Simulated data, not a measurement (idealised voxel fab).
Process module heading - voxel wiring stack
Square cell edge 5 nm, section width 220 nm, ID cut.
When this document writes out a cross-section, it uses a grid of square cells and lists it as bands, beginning at the top and moving down, with a band standing for one or more rows of cells.
Read a band's entry like this: the first values are the height of its top and the height of its bottom in nm, and what follows is the sequence of materials from left to right, each with its width in nm. Note that "air" is empty space, and that a single material marked "edge to edge" reaches across the band from edge to edge.
For the purposes of this specification, 0 denotes the height below which the wafer in its as-received condition is composed wholly of one material, and the lowermost band, lacking a lower limit, extends downward without end, as expressed in "0..down".
Width spec "30->40" -> top row of cells at first value, bottom row at second value, equal per-row change in between.
The cross-section has no changed cell in any step marked "identical to before".
So "Closed internal voids" is basically the list of trapped voids: any empty space of 8 cells or more that can't reach the top through an opening. They're written width x height at distance, the distance being from the left edge, and it's all nm.
Step line, after settings: the simulator's comment on this step.
On any step carrying a mask, the "overlay nm" setting, if present on the step's line, tells how far right of its planned place the mask lay; negative values point to the left.
For the reader: what remains of this document is a series of pairs, each showing a cross-section before one process step and a cross-section after that step which reaches down only to the lowest band that changed, with the step between them and its settings set out under the pair. It should not be assumed that a pair continues from the pair above it; the pairs can come from different runs of this module on the same starting wafer, and such continuity exists only where the entry headed "Pre-step condition" says so.
Pre-step condition:
- 0..down | Si edge to edge
- Closed internal voids: none
Cross-Section After Step:
- 15..0 | SiO2 edge to edge
- Below 0, no change.
- Closed internal voids: none
Transition step, before and after shown above: CONFORMAL_DEP,material SiO2,thk nm 15
Pre-step condition: after-state, pair directly above.
Cross-Section After Step:
- 20..15 | SiN edge to edge
- Below 15, no change.
- Closed internal voids: none
Transition step, before and after shown above: CONFORMAL_DEP,material SiN,thk nm 5
Pre-step condition: after-state, pair directly above.
Cross-Section After Step:
- 45..20 | SiO2 edge to edge
- Below 20, no change.
- Closed internal voids: none
Transition step, before and after shown above: DIRECTIONAL_DEP,material SiO2,thk nm 25
Pre-step condition: after-state, pair directly above.
Cross-Section After Step:
- 65..45 | 70 of resist | 25 of air | 25 of resist | 25 of air | 75 of resist
- Below 45, no change.
- Closed internal voids: none
Transition step, before and after shown above: PATTERN,tone open,mask id METAL_1,material resist,width nm 25,pitch nm 50,thk nm 20,overlay nm 0
Pre-step condition: after-state, pair directly above.
Cross-Section After Step:
- 65..45 | 70 of resist | 25 of air | 25 of resist | 25 of air | 75 of resist
- 45..20 | 70 of SiO2 | 25 of air | 25 of SiO2 | 25 of air | 75 of SiO2
- Below 20, no change.
- Closed internal voids: none
Transition step, before and after shown above: DIRECTIONAL_ETCH,etch materials SiO2,depth nm 25
Pre-step condition: after-state, pair directly above.
Cross-Section After Step:
- 65..45 | 70 of resist | 25 of air | 25 of resist | 25 of air | 75 of resist
- 45..20 | 70 of SiO2 | 25 of air | 25 of SiO2 | 25 of air | 75 of SiO2
- 20..15 | 70 of SiN | 25 of air | 25 of SiN | 25 of air | 75 of SiN
- Below 15, no change.
- Closed internal voids: none
Transition step, before and after shown above: DIRECTIONAL_ETCH,etch materials SiN,depth nm 5
Pre-step condition: after-state, pair directly above.
Cross-Section After Step:
- 45..20 | 70 of SiO2 | 25 of air | 25 of SiO2 | 25 of air | 75 of SiO2
- Below 20, no change.
- Closed internal voids: none
Transition step, before and after shown above: STRIP,etch materials resist
Pre-step condition: after-state, pair directly above.
Cross-Section After Step:
- 50..45 | 75 of TiN | 15 of air | 35 of TiN | 15 of air | 80 of TiN
- 45..20 | 70 of SiO2 | 5 of TiN | 15 of air | 5 of TiN | 25 of SiO2 | 5 of TiN | 15 of air | 5 of TiN | 75 of SiO2
- 20..15 | 70 of SiN | 25 of TiN | 25 of SiN | 25 of TiN | 75 of SiN
- Below 15, no change.
- Closed internal voids: none
Transition step, before and after shown above: CONFORMAL_DEP,material TiN,thk nm 5
Pre-step condition: after-state, pair directly above.
Cross-Section After Step:
- 55..50 | W edge to edge
- 50..45 | 75 of TiN | 15 of W | 35 of TiN | 15 of W | 80 of TiN
- 45..20 | 70 of SiO2 | 5 of TiN | 15 of W | 5 of TiN | 25 of SiO2 | 5 of TiN | 15 of W | 5 of TiN | 75 of SiO2
- Below 20, no change.
- Closed internal voids: none
Transition step, before and after shown above: FILL_DEP,material W,thk nm 5
Pre-step condition: after-state, pair directly above.
Cross-Section After Step:
- 45..20 | 70 of SiO2 | 5 of TiN | 15 of W | 5 of TiN | 25 of SiO2 | 5 of TiN | 15 of W | 5 of TiN | 75 of SiO2
- Below 20, no change.
- Closed internal voids: none
Transition step, before and after shown above: CMP,height nm 45
Pre-step condition: after-state, pair directly above.
Cross-Section After Step:
- 50..45 | SiCN edge to edge
- Below 45, no change.
- Closed internal voids: none
Transition step, before and after shown above: CONFORMAL_DEP,material SiCN,thk nm 5
Pre-step condition: after-state, pair directly above.
Cross-Section After Step:
- 60..50 | SiO2 edge to edge
- Below 50, no change.
- Closed internal voids: none
Transition step, before and after shown above: DIRECTIONAL_DEP,material SiO2,thk nm 10
Pre-step condition: after-state, pair directly above.
Cross-Section After Step:
- 80..60 | 70 of resist | 15 of air | 35 of resist | 15 of air | 85 of resist
- Below 60, no change.
- Closed internal voids: none
Transition step, before and after shown above: PATTERN,tone open,mask id PLUG_1,material resist,width nm 15,pitch nm 50,thk nm 20,overlay nm 0
Pre-step condition: after-state, pair directly above.
Cross-Section After Step:
- 80..60 | 70 of resist | 15 of air | 35 of resist | 15 of air | 85 of resist
- 60..50 | 70 of SiO2 | 15 of air | 35 of SiO2 | 15 of air | 85 of SiO2
- Below 50, no change.
- Closed internal voids: none
Transition step, before and after shown above: DIRECTIONAL_ETCH,etch materials SiO2,depth nm 10
Pre-step condition: after-state, pair directly above.
Cross-Section After Step:
- 80..60 | 70 of resist | 15 of air | 35 of resist | 15 of air | 85 of resist
- 60..50 | 70 of SiO2 | 15 of air | 35 of SiO2 | 15 of air | 85 of SiO2
- 50..45 | 70 of SiCN | 15 of air | 35 of SiCN | 15 of air | 85 of SiCN
- Below 45, no change.
- Closed internal voids: none
Transition step, before and after shown above: DIRECTIONAL_ETCH,etch materials SiCN,depth nm 5
Pre-step condition: after-state, pair directly above.
Cross-Section After Step:
- 60..50 | 70 of SiO2 | 15 of air | 35 of SiO2 | 15 of air | 85 of SiO2
- Below 50, no change.
- Closed internal voids: none
Transition step, before and after shown above: STRIP,etch materials resist
Pre-step condition: after-state, pair directly above.
Cross-Section After Step:
- 60..55 | 70 of SiO2 | 15 of air | 35 of SiO2 | 15 of air | 85 of SiO2
- 55..50 | 70 of SiO2 | 15 of Ru | 35 of SiO2 | 15 of Ru | 85 of SiO2
- 50..45 | 70 of SiCN | 15 of Ru | 35 of SiCN | 15 of Ru | 85 of SiCN
- Below 45, no change.
- Closed internal voids: none
Transition step, before and after shown above: EPI,material Ru,thk nm 10
Pre-step condition: after-state, pair directly above.
Cross-Section After Step:
- 60..50 | 70 of SiO2 | 15 of Ru | 35 of SiO2 | 15 of Ru | 85 of SiO2
- Below 50, no change.
- Closed internal voids: none
Transition step, before and after shown above: EPI,material Ru,thk nm 5
Pre-step condition: after-state, pair directly above.
Cross-Section After Step:
- 65..60 | TiN edge to edge
- Below 60, no change.
- Closed internal voids: none
Transition step, before and after shown above: DIRECTIONAL_DEP,material TiN,thk nm 5
Pre-step condition: after-state, pair directly above.
Cross-Section After Step:
- 90..65 | Ru edge to edge
- Below 65, no change.
- Closed internal voids: none
Transition step, before and after shown above: DIRECTIONAL_DEP,material Ru,thk nm 25
Pre-step condition: after-state, pair directly above.
Cross-Section After Step:
- 105..90 | 70 of air | 25 of resist | 25 of air | 25 of resist | 75 of air
- Below 90, no change.
- Closed internal voids: none
Transition step, before and after shown above: PATTERN,tone cover,mask id METAL_2,material resist,width nm 25,pitch nm 50,thk nm 15,overlay nm 0
Pre-step condition: after-state, pair directly above.
Cross-Section After Step:
- 105..90 | 70 of air | 25 of resist | 25 of air | 25 of resist | 75 of air
- 90..65 | 70 of air | 25 of Ru | 25 of air | 25 of Ru | 75 of air
- Below 65, no change.
- Closed internal voids: none
Transition step, before and after shown above: DIRECTIONAL_ETCH,etch materials Ru,depth nm 25
Pre-step condition: after-state, pair directly above.
Cross-Section After Step:
- 105..90 | 70 of air | 25 of resist | 25 of air | 25 of resist | 75 of air
- 90..65 | 70 of air | 25 of Ru | 25 of air | 25 of Ru | 75 of air
- 65..60 | 70 of air | 25 of TiN | 25 of air | 25 of TiN | 75 of air
- Below 60, no change.
- Closed internal voids: none
Transition step, before and after shown above: DIRECTIONAL_ETCH,etch materials TiN,depth nm 5
Pre-step condition: after-state, pair directly above.
Cross-Section After Step:
- 90..65 | 70 of air | 25 of Ru | 25 of air | 25 of Ru | 75 of air
- Below 65, no change.
- Closed internal voids: none
Transition step, before and after shown above: STRIP,etch materials resist
Pre-step condition: after-state, pair directly above.
Cross-Section After Step:
- 100..90 | SiO2 edge to edge
- 90..65 | 70 of SiO2 | 25 of Ru | 25 of SiO2 | 25 of Ru | 75 of SiO2
- 65..60 | 70 of SiO2 | 25 of TiN | 25 of SiO2 | 25 of TiN | 75 of SiO2
- Below 60, no change.
- Closed internal voids: none
Transition step, before and after shown above: FILL_DEP,material SiO2,thk nm 10
Pre-step condition: after-state, pair directly above.
Cross-Section After Step:
- 90..65 | 70 of SiO2 | 25 of Ru | 25 of SiO2 | 25 of Ru | 75 of SiO2
- Below 65, no change.
- Closed internal voids: none
Transition step, before and after shown above: CMP,height nm 90
Pre-step condition: after-state, pair directly above.
Cross-Section After Step:
- 95..90 | SiN edge to edge
- Below 90, no change.
- Closed internal voids: none
Transition step, before and after shown above: CONFORMAL_DEP,material SiN,thk nm 5
Pre-step condition:
- 60..50 | 70 of SiO2 | 15 of Ru | 35 of SiO2 | 15 of Ru | 85 of SiO2
- 50..45 | 70 of SiCN | 15 of Ru | 35 of SiCN | 15 of Ru | 85 of SiCN
- 45..20 | 70 of SiO2 | 5 of TiN | 15 of W | 5 of TiN | 25 of SiO2 | 5 of TiN | 15 of W | 5 of TiN | 75 of SiO2
- 20..15 | 70 of SiN | 25 of TiN | 25 of SiN | 25 of TiN | 75 of SiN
- 15..0 | SiO2 edge to edge
- 0..down | Si edge to edge
- Closed internal voids: none
Cross-Section After Step:
- 85..60 | Ru edge to edge
- Below 60, no change.
- Closed internal voids: none
Transition step, before and after shown above: DIRECTIONAL_DEP,material Ru,thk nm 25
Pre-step condition: after-state, pair directly above.
Cross-Section After Step:
- 100..85 | 70 of air | 25 of resist | 25 of air | 25 of resist | 75 of air
- Below 85, no change.
- Closed internal voids: none
Transition step, before and after shown above: PATTERN,tone cover,mask id METAL_2,material resist,width nm 25,pitch nm 50,thk nm 15,overlay nm 0
Pre-step condition: after-state, pair directly above.
Cross-Section After Step:
- 100..85 | 70 of air | 25 of resist | 25 of air | 25 of resist | 75 of air
- 85..60 | 70 of air | 25 of Ru | 25 of air | 25 of Ru | 75 of air
- Below 60, no change.
- Closed internal voids: none
Transition step, before and after shown above: DIRECTIONAL_ETCH,etch materials Ru,depth nm 25
Pre-step condition: after-state, pair directly above.
Cross-Section After Step:
- 85..60 | 70 of air | 25 of Ru | 25 of air | 25 of Ru | 75 of air
- Below 60, no change.
- Closed internal voids: none
Transition step, before and after shown above: STRIP,etch materials resist
Pre-step condition: after-state, pair directly above.
Cross-Section After Step:
- 95..85 | SiO2 edge to edge
- 85..60 | 70 of SiO2 | 25 of Ru | 25 of SiO2 | 25 of Ru | 75 of SiO2
- Below 60, no change.
- Closed internal voids: none
Transition step, before and after shown above: FILL_DEP,material SiO2,thk nm 10
Pre-step condition: after-state, pair directly above.
Cross-Section After Step:
- 90..85 | SiO2 edge to edge
- Below 85, no change.
- Closed internal voids: none
Transition step, before and after shown above: CMP,height nm 90
Pre-step condition: after-state, pair directly above.
Cross-Section After Step:
- 95..90 | SiN edge to edge
- Below 90, no change.
- Closed internal voids: none
Transition step, before and after shown above: CONFORMAL_DEP,material SiN,thk nm 5
Pre-step condition:
- 15..0 | SiO2 edge to edge
- 0..down | Si edge to edge
- Closed internal voids: none
Cross-Section After Step:
- 30..0 | SiO2 edge to edge
- Below 0, no change.
- Closed internal voids: none
Transition step, before and after shown above: CONFORMAL_DEP,material SiO2,thk nm 15
Pre-step condition: after-state, pair directly above.
Cross-Section After Step:
- 35..30 | SiN edge to edge
- Below 30, no change.
- Closed internal voids: none
Transition step, before and after shown above: CONFORMAL_DEP,material SiN,thk nm 5
Pre-step condition: after-state, pair directly above.
Cross-Section After Step:
- 60..35 | SiO2 edge to edge
- Below 35, no change.
- Closed internal voids: none
Transition step, before and after shown above: DIRECTIONAL_DEP,material SiO2,thk nm 25
Pre-step condition: after-state, pair directly above.
Cross-Section After Step:
- 80..60 | 70 of resist | 25 of air | 25 of resist | 25 of air | 75 of resist
- Below 60, no change.
- Closed internal voids: none
Transition step, before and after shown above: PATTERN,tone open,mask id METAL_1,material resist,width nm 25,pitch nm 50,thk nm 20,overlay nm 0
Pre-step condition: after-state, pair directly above.
Cross-Section After Step:
- 80..60 | 70 of resist | 25 of air | 25 of resist | 25 of air | 75 of resist
- 60..35 | 70 of SiO2 | 25 of air | 25 of SiO2 | 25 of air | 75 of SiO2
- Below 35, no change.
- Closed internal voids: none
Transition step, before and after shown above: DIRECTIONAL_ETCH,etch materials SiO2,depth nm 25
Pre-step condition: after-state, pair directly above.
Cross-Section After Step:
- 80..60 | 70 of resist | 25 of air | 25 of resist | 25 of air | 75 of resist
- 60..35 | 70 of SiO2 | 25 of air | 25 of SiO2 | 25 of air | 75 of SiO2
- 35..30 | 70 of SiN | 25 of air | 25 of SiN | 25 of air | 75 of SiN
- Below 30, no change.
- Closed internal voids: none
Transition step, before and after shown above: DIRECTIONAL_ETCH,etch materials SiN,depth nm 5
Pre-step condition: after-state, pair directly above.
Cross-Section After Step:
- 60..35 | 70 of SiO2 | 25 of air | 25 of SiO2 | 25 of air | 75 of SiO2
- Below 35, no change.
- Closed internal voids: none
Transition step, before and after shown above: STRIP,etch materials resist
Pre-step condition: after-state, pair directly above.
Cross-Section After Step:
- 65..60 | 75 of TiN | 15 of air | 35 of TiN | 15 of air | 80 of TiN
- 60..35 | 70 of SiO2 | 5 of TiN | 15 of air | 5 of TiN | 25 of SiO2 | 5 of TiN | 15 of air | 5 of TiN | 75 of SiO2
- 35..30 | 70 of SiN | 25 of TiN | 25 of SiN | 25 of TiN | 75 of SiN
- Below 30, no change.
- Closed internal voids: none
Transition step, before and after shown above: CONFORMAL_DEP,material TiN,thk nm 5
Pre-step condition: after-state, pair directly above.
Cross-Section After Step:
- 70..65 | W edge to edge
- 65..60 | 75 of TiN | 15 of W | 35 of TiN | 15 of W | 80 of TiN
- 60..35 | 70 of SiO2 | 5 of TiN | 15 of W | 5 of TiN | 25 of SiO2 | 5 of TiN | 15 of W | 5 of TiN | 75 of SiO2
- Below 35, no change.
- Closed internal voids: none
Transition step, before and after shown above: FILL_DEP,material W,thk nm 5
Pre-step condition: after-state, pair directly above.
Cross-Section After Step:
- 45..35 | 70 of SiO2 | 5 of TiN | 15 of W | 5 of TiN | 25 of SiO2 | 5 of TiN | 15 of W | 5 of TiN | 75 of SiO2
- Below 35, no change.
- Closed internal voids: none
Transition step, before and after shown above: CMP,height nm 45
Pre-step condition: after-state, pair directly above.
Cross-Section After Step:
- 50..45 | SiCN edge to edge
- Below 45, no change.
- Closed internal voids: none
Transition step, before and after shown above: CONFORMAL_DEP,material SiCN,thk nm 5
Pre-step condition: after-state, pair directly above.
Cross-Section After Step:
- 60..50 | SiO2 edge to edge
- Below 50, no change.
- Closed internal voids: none
Transition step, before and after shown above: DIRECTIONAL_DEP,material SiO2,thk nm 10
Pre-step condition: after-state, pair directly above.
Cross-Section After Step:
- 80..60 | 70 of resist | 15 of air | 35 of resist | 15 of air | 85 of resist
- Below 60, no change.
- Closed internal voids: none
Transition step, before and after shown above: PATTERN,tone open,mask id PLUG_1,material resist,width nm 15,pitch nm 50,thk nm 20,overlay nm 0
Pre-step condition: after-state, pair directly above.
Cross-Section After Step:
- 80..60 | 70 of resist | 15 of air | 35 of resist | 15 of air | 85 of resist
- 60..50 | 70 of SiO2 | 15 of air | 35 of SiO2 | 15 of air | 85 of SiO2
- Below 50, no change.
- Closed internal voids: none
Transition step, before and after shown above: DIRECTIONAL_ETCH,etch materials SiO2,depth nm 10
Pre-step condition: after-state, pair directly above.
Cross-Section After Step:
- 80..60 | 70 of resist | 15 of air | 35 of resist | 15 of air | 85 of resist
- 60..50 | 70 of SiO2 | 15 of air | 35 of SiO2 | 15 of air | 85 of SiO2
- 50..45 | 70 of SiCN | 15 of air | 35 of SiCN | 15 of air | 85 of SiCN
- Below 45, no change.
- Closed internal voids: none
Transition step, before and after shown above: DIRECTIONAL_ETCH,etch materials SiCN,depth nm 5
Pre-step condition: after-state, pair directly above.
Cross-Section After Step:
- 60..50 | 70 of SiO2 | 15 of air | 35 of SiO2 | 15 of air | 85 of SiO2
- Below 50, no change.
- Closed internal voids: none
Transition step, before and after shown above: STRIP,etch materials resist
Pre-step condition: after-state, pair directly above.
Cross-Section After Step:
- 60..55 | 70 of SiO2 | 15 of air | 35 of SiO2 | 15 of air | 85 of SiO2
- 55..50 | 70 of SiO2 | 15 of Ru | 35 of SiO2 | 15 of Ru | 85 of SiO2
- 50..45 | 70 of SiCN | 15 of Ru | 35 of SiCN | 15 of Ru | 85 of SiCN
- Below 45, no change.
- Closed internal voids: none
Transition step, before and after shown above: EPI,material Ru,thk nm 10
Pre-step condition: after-state, pair directly above.
Cross-Section After Step:
- 60..50 | 70 of SiO2 | 15 of Ru | 35 of SiO2 | 15 of Ru | 85 of SiO2
- Below 50, no change.
- Closed internal voids: none
Transition step, before and after shown above: EPI,material Ru,thk nm 5
Pre-step condition: after-state, pair directly above.
Cross-Section After Step:
- 65..60 | TiN edge to edge
- Below 60, no change.
- Closed internal voids: none
Transition step, before and after shown above: DIRECTIONAL_DEP,material TiN,thk nm 5
Pre-step condition: after-state, pair directly above.
Cross-Section After Step:
- 90..65 | Ru edge to edge
- Below 65, no change.
- Closed internal voids: none
Transition step, before and after shown above: DIRECTIONAL_DEP,material Ru,thk nm 25
Pre-step condition: after-state, pair directly above.
Cross-Section After Step:
- 105..90 | 70 of air | 25 of resist | 25 of air | 25 of resist | 75 of air
- Below 90, no change.
- Closed internal voids: none
Transition step, before and after shown above: PATTERN,tone cover,mask id METAL_2,material resist,width nm 25,pitch nm 50,thk nm 15,overlay nm 0
Pre-step condition: after-state, pair directly above.
Cross-Section After Step:
- 105..90 | 70 of air | 25 of resist | 25 of air | 25 of resist | 75 of air
- 90..65 | 70 of air | 25 of Ru | 25 of air | 25 of Ru | 75 of air
- Below 65, no change.
- Closed internal voids: none
Transition step, before and after shown above: DIRECTIONAL_ETCH,etch materials Ru,depth nm 25
Pre-step condition: after-state, pair directly above.
Cross-Section After Step:
- 105..90 | 70 of air | 25 of resist | 25 of air | 25 of resist | 75 of air
- 90..65 | 70 of air | 25 of Ru | 25 of air | 25 of Ru | 75 of air
- 65..60 | 70 of air | 25 of TiN | 25 of air | 25 of TiN | 75 of air
- Below 60, no change.
- Closed internal voids: none
Transition step, before and after shown above: DIRECTIONAL_ETCH,etch materials TiN,depth nm 5
Pre-step condition: after-state, pair directly above.
Cross-Section After Step:
- 90..65 | 70 of air | 25 of Ru | 25 of air | 25 of Ru | 75 of air
- Below 65, no change.
- Closed internal voids: none
Transition step, before and after shown above: STRIP,etch materials resist
Pre-step condition: after-state, pair directly above.
Cross-Section After Step:
- 100..90 | SiO2 edge to edge
- 90..65 | 70 of SiO2 | 25 of Ru | 25 of SiO2 | 25 of Ru | 75 of SiO2
- 65..60 | 70 of SiO2 | 25 of TiN | 25 of SiO2 | 25 of TiN | 75 of SiO2
- Below 60, no change.
- Closed internal voids: none
Transition step, before and after shown above: FILL_DEP,material SiO2,thk nm 10
Pre-step condition: after-state, pair directly above.
Cross-Section After Step:
- 90..65 | 70 of SiO2 | 25 of Ru | 25 of SiO2 | 25 of Ru | 75 of SiO2
- Below 65, no change.
- Closed internal voids: none
Transition step, before and after shown above: CMP,height nm 90
Pre-step condition: after-state, pair directly above.
Cross-Section After Step:
- 95..90 | SiN edge to edge
- Below 90, no change.
- Closed internal voids: none
Transition step, before and after shown above: CONFORMAL_DEP,material SiN,thk nm 5
Pre-step condition:
- 0..down | Si edge to edge
- Closed internal voids: none
Cross-Section After Step:
- 5..0 | SiN edge to edge
- Below 0, no change.
- Closed internal voids: none
Transition step, before and after shown above: CONFORMAL_DEP,material SiN,thk nm 5
Pre-step condition: after-state, pair directly above.
Cross-Section After Step:
- 20..5 | SiO2 edge to edge
- Below 5, no change.
- Closed internal voids: none
Transition step, before and after shown above: CONFORMAL_DEP,material SiO2,thk nm 15
Pre-step condition: after-state, pair directly above.
Cross-Section After Step:
- 45..5 | SiO2 edge to edge
- Below 5, no change.
- Closed internal voids: none
Transition step, before and after shown above: DIRECTIONAL_DEP,material SiO2,thk nm 25
Pre-step condition: after-state, pair directly above.
Cross-Section After Step:
- 65..45 | 70 of resist | 25 of air | 25 of resist | 25 of air | 75 of resist
- Below 45, no change.
- Closed internal voids: none
Transition step, before and after shown above: PATTERN,tone open,mask id METAL_1,material resist,width nm 25,pitch nm 50,thk nm 20,overlay nm 0
Pre-step condition: after-state, pair directly above.
Cross-Section After Step:
- 65..45 | 70 of resist | 25 of air | 25 of resist | 25 of air | 75 of resist
- 45..20 | 70 of SiO2 | 25 of air | 25 of SiO2 | 25 of air | 75 of SiO2
- Below 20, no change.
- Closed internal voids: none
Transition step, before and after shown above: DIRECTIONAL_ETCH,etch materials SiO2,depth nm 25
Pre-step condition: after-state, pair directly above.
Cross-Section After Step:
- 45..20 | 70 of SiO2 | 25 of air | 25 of SiO2 | 25 of air | 75 of SiO2
- Below 20, no change.
- Closed internal voids: none
Transition step, before and after shown above: STRIP,etch materials resist
Pre-step condition: after-state, pair directly above.
Cross-Section After Step:
- 50..45 | 75 of TiN | 15 of air | 35 of TiN | 15 of air | 80 of TiN
- 45..25 | 70 of SiO2 | 5 of TiN | 15 of air | 5 of TiN | 25 of SiO2 | 5 of TiN | 15 of air | 5 of TiN | 75 of SiO2
- 25..20 | 70 of SiO2 | 25 of TiN | 25 of SiO2 | 25 of TiN | 75 of SiO2
- Below 20, no change.
- Closed internal voids: none
Transition step, before and after shown above: CONFORMAL_DEP,material TiN,thk nm 5
Pre-step condition: after-state, pair directly above.
Cross-Section After Step:
- 55..50 | W edge to edge
- 50..45 | 75 of TiN | 15 of W | 35 of TiN | 15 of W | 80 of TiN
- 45..25 | 70 of SiO2 | 5 of TiN | 15 of W | 5 of TiN | 25 of SiO2 | 5 of TiN | 15 of W | 5 of TiN | 75 of SiO2
- Below 25, no change.
- Closed internal voids: none
Transition step, before and after shown above: FILL_DEP,material W,thk nm 5
Pre-step condition: after-state, pair directly above.
Cross-Section After Step:
- 45..25 | 70 of SiO2 | 5 of TiN | 15 of W | 5 of TiN | 25 of SiO2 | 5 of TiN | 15 of W | 5 of TiN | 75 of SiO2
- Below 25, no change.
- Closed internal voids: none
Transition step, before and after shown above: CMP,height nm 45
Pre-step condition: after-state, pair directly above.
Cross-Section After Step:
- 50..45 | SiCN edge to edge
- Below 45, no change.
- Closed internal voids: none
Transition step, before and after shown above: CONFORMAL_DEP,material SiCN,thk nm 5
Pre-step condition: after-state, pair directly above.
Cross-Section After Step:
- 60..50 | SiO2 edge to edge
- Below 50, no change.
- Closed internal voids: none
Transition step, before and after shown above: DIRECTIONAL_DEP,material SiO2,thk nm 10
Pre-step condition: after-state, pair directly above.
Cross-Section After Step:
- 80..60 | 70 of resist | 15 of air | 35 of resist | 15 of air | 85 of resist
- Below 60, no change.
- Closed internal voids: none
Transition step, before and after shown above: PATTERN,tone open,mask id PLUG_1,material resist,width nm 15,pitch nm 50,thk nm 20,overlay nm 0
Pre-step condition: after-state, pair directly above.
Cross-Section After Step:
- 80..60 | 70 of resist | 15 of air | 35 of resist | 15 of air | 85 of resist
- 60..50 | 70 of SiO2 | 15 of air | 35 of SiO2 | 15 of air | 85 of SiO2
- Below 50, no change.
- Closed internal voids: none
Transition step, before and after shown above: DIRECTIONAL_ETCH,etch materials SiO2,depth nm 10
Pre-step condition: after-state, pair directly above.
Cross-Section After Step:
- 80..60 | 70 of resist | 15 of air | 35 of resist | 15 of air | 85 of resist
- 60..50 | 70 of SiO2 | 15 of air | 35 of SiO2 | 15 of air | 85 of SiO2
- 50..45 | 70 of SiCN | 15 of air | 35 of SiCN | 15 of air | 85 of SiCN
- Below 45, no change.
- Closed internal voids: none
Transition step, before and after shown above: DIRECTIONAL_ETCH,etch materials SiCN,depth nm 5
Pre-step condition: after-state, pair directly above.
Cross-Section After Step:
- 60..50 | 70 of SiO2 | 15 of air | 35 of SiO2 | 15 of air | 85 of SiO2
- Below 50, no change.
- Closed internal voids: none
Transition step, before and after shown above: STRIP,etch materials resist
Pre-step condition: after-state, pair directly above.
Cross-Section After Step:
- 60..55 | 70 of SiO2 | 15 of air | 35 of SiO2 | 15 of air | 85 of SiO2
- 55..50 | 70 of SiO2 | 15 of Ru | 35 of SiO2 | 15 of Ru | 85 of SiO2
- 50..45 | 70 of SiCN | 15 of Ru | 35 of SiCN | 15 of Ru | 85 of SiCN
- Below 45, no change.
- Closed internal voids: none
Transition step, before and after shown above: EPI,material Ru,thk nm 10
Pre-step condition: after-state, pair directly above.
Cross-Section After Step:
- 60..50 | 70 of SiO2 | 15 of Ru | 35 of SiO2 | 15 of Ru | 85 of SiO2
- Below 50, no change.
- Closed internal voids: none
Transition step, before and after shown above: EPI,material Ru,thk nm 5
Pre-step condition: after-state, pair directly above.
Cross-Section After Step:
- 65..60 | TiN edge to edge
- Below 60, no change.
- Closed internal voids: none
Transition step, before and after shown above: DIRECTIONAL_DEP,material TiN,thk nm 5
Pre-step condition: after-state, pair directly above.
Cross-Section After Step:
- 90..65 | Ru edge to edge
- Below 65, no change.
- Closed internal voids: none
Transition step, before and after shown above: DIRECTIONAL_DEP,material Ru,thk nm 25
Pre-step condition: after-state, pair directly above.
Cross-Section After Step:
- 105..90 | 70 of air | 25 of resist | 25 of air | 25 of resist | 75 of air
- Below 90, no change.
- Closed internal voids: none
Transition step, before and after shown above: PATTERN,tone cover,mask id METAL_2,material resist,width nm 25,pitch nm 50,thk nm 15,overlay nm 0
Pre-step condition: after-state, pair directly above.
Cross-Section After Step:
- 105..90 | 70 of air | 25 of resist | 25 of air | 25 of resist | 75 of air
- 90..65 | 70 of air | 25 of Ru | 25 of air | 25 of Ru | 75 of air
- Below 65, no change.
- Closed internal voids: none
Transition step, before and after shown above: DIRECTIONAL_ETCH,etch materials Ru,depth nm 25
Pre-step condition: after-state, pair directly above.
Cross-Section After Step:
- 105..90 | 70 of air | 25 of resist | 25 of air | 25 of resist | 75 of air
- 90..65 | 70 of air | 25 of Ru | 25 of air | 25 of Ru | 75 of air
- 65..60 | 70 of air | 25 of TiN | 25 of air | 25 of TiN | 75 of air
- Below 60, no change.
- Closed internal voids: none
Transition step, before and after shown above: DIRECTIONAL_ETCH,etch materials TiN,depth nm 5
Pre-step condition: after-state, pair directly above.
Cross-Section After Step:
- 90..65 | 70 of air | 25 of Ru | 25 of air | 25 of Ru | 75 of air
- Below 65, no change.
- Closed internal voids: none
Transition step, before and after shown above: STRIP,etch materials resist
Pre-step condition: after-state, pair directly above.
Cross-Section After Step:
- 100..90 | SiO2 edge to edge
- 90..65 | 70 of SiO2 | 25 of Ru | 25 of SiO2 | 25 of Ru | 75 of SiO2
- 65..60 | 70 of SiO2 | 25 of TiN | 25 of SiO2 | 25 of TiN | 75 of SiO2
- Below 60, no change.
- Closed internal voids: none
Transition step, before and after shown above: FILL_DEP,material SiO2,thk nm 10
Pre-step condition: after-state, pair directly above.
Cross-Section After Step:
- 90..65 | 70 of SiO2 | 25 of Ru | 25 of SiO2 | 25 of Ru | 75 of SiO2
- Below 65, no change.
- Closed internal voids: none
Transition step, before and after shown above: CMP,height nm 90
Pre-step condition: after-state, pair directly above.
Cross-Section After Step:
- 95..90 | SiN edge to edge
- Below 90, no change.
- Closed internal voids: none
Transition step, before and after shown above: CONFORMAL_DEP,material SiN,thk nm 5
Pre-step condition:
- 65..60 | TiN edge to edge
- 60..50 | 70 of SiO2 | 15 of Ru | 35 of SiO2 | 15 of Ru | 85 of SiO2
- 50..45 | 70 of SiCN | 15 of Ru | 35 of SiCN | 15 of Ru | 85 of SiCN
- 45..20 | 70 of SiO2 | 5 of TiN | 15 of W | 5 of TiN | 25 of SiO2 | 5 of TiN | 15 of W | 5 of TiN | 75 of SiO2
- 20..15 | 70 of SiN | 25 of TiN | 25 of SiN | 25 of TiN | 75 of SiN
- 15..0 | SiO2 edge to edge
- 0..down | Si edge to edge
- Closed internal voids: none
Cross-Section After Step:
- 85..65 | Ru edge to edge
- Below 65, no change.
- Closed internal voids: none
Transition step, before and after shown above: DIRECTIONAL_DEP,material Ru,thk nm 20
Pre-step condition: after-state, pair directly above.
Cross-Section After Step:
- 100..85 | 70 of air | 25 of resist | 25 of air | 25 of resist | 75 of air
- Below 85, no change.
- Closed internal voids: none
Transition step, before and after shown above: PATTERN,tone cover,mask id METAL_2,material resist,width nm 25,pitch nm 50,thk nm 15,overlay nm 0
Pre-step condition: after-state, pair directly above.
Cross-Section After Step:
- 100..85 | 70 of air | 25 of resist | 25 of air | 25 of resist | 75 of air
- 85..65 | 70 of air | 25 of Ru | 25 of air | 25 of Ru | 75 of air
- Below 65, no change.
- Closed internal voids: none
Transition step, before and after shown above: DIRECTIONAL_ETCH,etch materials Ru,depth nm 25
Pre-step condition: after-state, pair directly above.
Cross-Section After Step:
- 100..85 | 70 of air | 25 of resist | 25 of air | 25 of resist | 75 of air
- 85..65 | 70 of air | 25 of Ru | 25 of air | 25 of Ru | 75 of air
- 65..60 | 70 of air | 25 of TiN | 25 of air | 25 of TiN | 75 of air
- Below 60, no change.
- Closed internal voids: none
Transition step, before and after shown above: DIRECTIONAL_ETCH,etch materials TiN,depth nm 5
Pre-step condition: after-state, pair directly above.
Cross-Section After Step:
- 85..65 | 70 of air | 25 of Ru | 25 of air | 25 of Ru | 75 of air
- Below 65, no change.
- Closed internal voids: none
Transition step, before and after shown above: STRIP,etch materials resist
